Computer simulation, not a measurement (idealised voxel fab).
process module | voxel quadruple lines
Section cut is 280 nm wide and gridded with 5 nm square cells.
Cross-section layout: square cells on a grid; listed as bands, top to bottom; a band spans one or more cell rows.
Quick guide to a band line: top height, bottom height (nm) up front; then every material left to right with its width in nm. Only one material and it's marked "throughout"? Then it fills the band edge to edge. And "air" just means empty space.
Heights are measured from 0, the level below which the as-received wafer is all one material; the lowest band has no bottom and continues downward, written as in "0 -> down".
When a width is written as two numbers, as in "30 to 40", the first number is the width in the top row of cells of the band and the second is the width in its bottom row, and the width changes by the same amount from each row to the next.
The cross-section has no changed cell in any step marked "no change".
The label "Voids, enclosed" introduces a list of the empty spaces, 8 cells or larger, that have no open way up to the top; each entry in it reads width x height at distance, where the distance is taken from the left edge and all three are stated in nm.
Post-settings text on a step line: simulator's own remark regarding the step.
overlay nm: where the mask lay relative to plan, measured to the right, on steps with a mask; negatives go left.
[List of planned process steps]
1) RECEIVE,material Si
2) CONFORMAL_DEP,material Al2O3,thk nm 5
3) DIRECTIONAL_DEP,material Ru,thk nm 10
4) DIRECTIONAL_DEP,material polySi,thk nm 20
5) DIRECTIONAL_DEP,material aC,thk nm 20
6) PATTERN,tone cover,mask id MANDREL,material resist,width nm 20,thk nm 25,overlay nm 0
7) DIRECTIONAL_ETCH,etch materials aC,depth nm 20
8) STRIP,etch materials resist
9) CONFORMAL_DEP,material SiO2,thk nm 10
10) DIRECTIONAL_ETCH,etch materials SiO2,depth nm 10
11) STRIP,etch materials aC
12) DIRECTIONAL_ETCH,etch materials polySi,depth nm 20
13) STRIP,etch materials SiO2
14) CONFORMAL_DEP,material SiCN,thk nm 5
15) DIRECTIONAL_ETCH,etch materials SiCN,depth nm 5
16) STRIP,etch materials polySi
17) DIRECTIONAL_ETCH,etch materials Ru,depth nm 10
18) STRIP,etch materials SiCN
19) FILL_DEP,material lowk,thk nm 10
20) CMP,height nm 15
[Wafer at receipt (post step 1), cross-section]
- 0 -> down: Si throughout
- Voids, enclosed: none
[The plan above was carried out on the starting structure above with one mistake, and this cross-section shows the wafer at the end of the module]
- 15 -> 5: 120 nm lowk | 5 nm Ru | 10 nm lowk | 5 nm Ru | 5 nm lowk | 5 nm Ru | 10 nm lowk | 5 nm Ru | 115 nm lowk
- 5 -> 0: Al2O3 throughout
- 0 -> down: Si throughout
- Voids, enclosed: none
So what did we get wrong on this run? step 6 ran with different settings than intended, the actual operation and settings being PATTERN,tone cover,mask id MANDREL,material resist,width nm 15,thk nm 25,overlay nm 0
